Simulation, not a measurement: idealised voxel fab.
Process module in this document: voxel self aligned vias
Each square cell in cross-section cut measures 5 nm, and the section as a whole is 255 nm wide.
Each cross-section below is a grid of square cells, stated as bands in top-down order, with one or more rows of cells making up each band. This entry defines a band. It first specifies the height of the band's top and the height of its bottom in nm, and then specifies the band's materials from left to right, stating each material with its width in nm. The word "everywhere" identifies a single material that fills the band from edge to edge, while the word "empty" identifies empty space. The reference from which all heights are counted is 0, the level beneath which the as-received wafer is entirely one material; the lowest band, having no lower bound, proceeds downward and is written after the example "top 0, no bottom". Width spec "30->40" -> top row of cells at first value, bottom row at second value, equal per-row change in between. It should be understood that the words "stayed the same", when stated for a given step, signify that the cross-section underwent no change in any of its cells during that step. Voids not open to the top, 8 cells minimum: see "Tabulated closed voids". Written width x height at distance; distance is from the left edge; nm. Where a step's line continues beyond its settings, the continuation is a remark by the simulator itself on that step. The optional step-line setting "overlay nm" applies to steps with a mask and quantifies how far to the right of its planned location the mask lay, a negative value indicating leftward placement.

-- The planned process steps are enumerated hereunder
1 RECEIVE (material Si)
2 CONFORMAL_DEP (material SiO2; thk nm 15)
3 CONFORMAL_DEP (material SiCN; thk nm 5)
4 DIRECTIONAL_DEP (material lowk; thk nm 25)
5 PATTERN (tone open; mask id LINES; material resist; width nm 30; pitch nm 70; thk nm 15; overlay nm 0)
6 DIRECTIONAL_ETCH (etch materials lowk; depth nm 25)
7 STRIP (etch materials resist)
8 CONFORMAL_DEP (material TiN; thk nm 5)
9 FILL_DEP (material W; thk nm 10)
10 CMP (height nm 45)
11 SELECTIVE_ETCH (etch materials W Ru TiN; depth nm 5)
12 FILL_DEP (material SiN; thk nm 5)
13 CMP (height nm 45)
14 DIRECTIONAL_DEP (material lowk; thk nm 15)
15 DIRECTIONAL_DEP (material aC; thk nm 15)
16 PATTERN (tone open; mask id VIAS; material resist; width nm 40; pitch nm 70; thk nm 30; overlay nm 0)
17 DIRECTIONAL_ETCH (etch materials aC; depth nm 15)
18 STRIP (etch materials resist)
19 DIRECTIONAL_ETCH (etch materials lowk; depth nm 15)
20 DIRECTIONAL_ETCH (etch materials SiN; depth nm 5)
21 STRIP (etch materials aC)
22 CONFORMAL_DEP (material TiN; thk nm 5)
23 FILL_DEP (material Cu; thk nm 10)
24 CMP (height nm 60)
25 CONFORMAL_DEP (material SiN; thk nm 5)
Among the wafers covered here, the point of difference is the width nm at step 16; their starting state is shared, and the plan presents the value of the first wafer.

-- The as-received cross-section of the first of several wafers corresponds to the state after step 1
  top 0, no bottom = Si everywhere
  Tabulated closed voids: none

-- Module end state after final step 25: cross-section of the first of several wafers
  top 65, bottom 60 = SiN everywhere
  top 60, bottom 50 = lowk 70 / TiN 5 / Cu 30 / TiN 5 / lowk 30 / TiN 5 / Cu 30 / TiN 5 / lowk 75
  top 50, bottom 45 = lowk 70 / TiN 10 / Cu 20 / TiN 10 / lowk 30 / TiN 10 / Cu 20 / TiN 10 / lowk 75
  top 45, bottom 40 = lowk 75 / TiN 30 / lowk 40 / TiN 30 / lowk 80
  top 40, bottom 25 = lowk 75 / TiN 5 / W 20 / TiN 5 / lowk 40 / TiN 5 / W 20 / TiN 5 / lowk 80
  top 25, bottom 20 = lowk 75 / TiN 30 / lowk 40 / TiN 30 / lowk 80
  top 20, bottom 15 = SiCN everywhere
  top 15, bottom 0 = SiO2 everywhere
  top 0, no bottom = Si everywhere
  Tabulated closed voids: none

-- X-section, last wafer, module end
  top 65, bottom 60 = SiN everywhere
  top 60, bottom 50 = lowk 65 / TiN 5 / Cu 45 / TiN 5 / lowk 15 / TiN 5 / Cu 45 / TiN 5 / lowk 65
  top 50, bottom 45 = lowk 65 / TiN 15 / Cu 20 / TiN 20 / lowk 15 / TiN 15 / Cu 20 / TiN 20 / lowk 65
  top 45, bottom 40 = lowk 75 / TiN 30 / lowk 40 / TiN 30 / lowk 80
  top 40, bottom 25 = lowk 75 / TiN 5 / W 20 / TiN 5 / lowk 40 / TiN 5 / W 20 / TiN 5 / lowk 80
  top 25, bottom 20 = lowk 75 / TiN 30 / lowk 40 / TiN 30 / lowk 80
  top 20, bottom 15 = SiCN everywhere
  top 15, bottom 0 = SiO2 everywhere
  top 0, no bottom = Si everywhere
  Tabulated closed voids: none

-- End of module, by wafer: material-by-material cell gain (+) or loss (-) since receipt, then closed voids
width nm 40, +32 Cu, +51 SiCN, +51 SiN, +153 SiO2, +52 TiN, +24 W, +300 lowk, Tabulated closed voids: none
width nm 45, +36 Cu, +51 SiCN, +51 SiN, +153 SiO2, +54 TiN, +24 W, +294 lowk, Tabulated closed voids: none
width nm 50, +40 Cu, +51 SiCN, +51 SiN, +153 SiO2, +56 TiN, +24 W, +288 lowk, Tabulated closed voids: none
width nm 55, +44 Cu, +51 SiCN, +51 SiN, +153 SiO2, +58 TiN, +24 W, +282 lowk, Tabulated closed voids: none
